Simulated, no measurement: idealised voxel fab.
Process module name: voxel ribs on slabs
The figure presents cross-section cut, which has a width of 275 nm and is divided into square cells with an edge length of 5 nm.
Think of the cross-section as a grid of square cells. We describe it in bands, top to bottom, and each band covers one or more rows of those cells. Band entry format. Leading values: height of top, height of bottom, nm. Remainder: materials in left-to-right order, each with its width in nm. Special words: "all across" on a single material, which then fills the band edge to edge; "air", empty space. Height reference: 0 = level under which incoming wafer is all one material. Lowest band: no bottom, runs on downward, e.g. "0 -> down". It should be noted that a width expressed as "30..40" varies in equal increments from row to row of cells within the band, taking the value of the first number at the top row and that of the second number at the bottom row. When a step is marked "left unchanged", none of the cells in the cross-section changed during that step. Entry "Catalogued sealed voids". Content: empty spaces with no open connection to the top, size 8 cells or greater. Each: width x height at distance. Distance: from left edge. Unit: nm. Whatever follows a step's settings on its line is a remark the simulator itself makes about that step. Each step line may optionally specify "overlay nm", which for a step with a mask gives the rightward distance between the mask's planned place and where it lay, a negative value indicating the leftward direction.
## Planned process steps
1. RECEIVE (material Si)
2. DIRECTIONAL_DEP (material SiO2; thk nm 20)
3. DIRECTIONAL_DEP (material polySi; thk nm 15)
4. DIRECTIONAL_DEP (material aC; thk nm 15)
5. PATTERN (tone cover; mask id RIB; material resist; width nm 15; thk nm 30; overlay nm 0)
6. DIRECTIONAL_ETCH (etch materials aC; depth nm 15)
7. STRIP (etch materials resist)
8. DIRECTIONAL_ETCH (etch materials polySi; depth nm 10)
9. STRIP (etch materials aC)
10. MASKED_ETCH (tone cover; mask id SLAB; width nm 75; etch materials polySi; depth nm 5; overlay nm 0)
11. FILL_DEP (material SiO2; thk nm 15)
12. CMP (height nm 45)
13. DIRECTIONAL_DEP (material W; thk nm 10)
14. MASKED_ETCH (tone cover; mask id HEATER; width nm 25; etch materials W; depth nm 10; overlay nm 0)
15. CONFORMAL_DEP (material SiO2; thk nm 5)
## The cross-section here shows the wafer as received, i.e. in its state after step 1
    0 -> down: Si all across
    Catalogued sealed voids: none
## Starting structure and process plan are as shown above, but one mistake was made in running the module; the wafer cross-section at the end of the module follows
    55 -> 45: 125 nm air; 25 nm W; 125 nm air
    45 -> 35: SiO2 all across
    35 -> 25: 130 nm SiO2; 15 nm polySi; 130 nm SiO2
    25 -> 20: 100 nm SiO2; 75 nm polySi; 100 nm SiO2
    20 -> 0: SiO2 all across
    0 -> down: Si all across
    Catalogued sealed voids: none
Finding, execution versus plan: step 15 was dropped from the plan's execution and never run
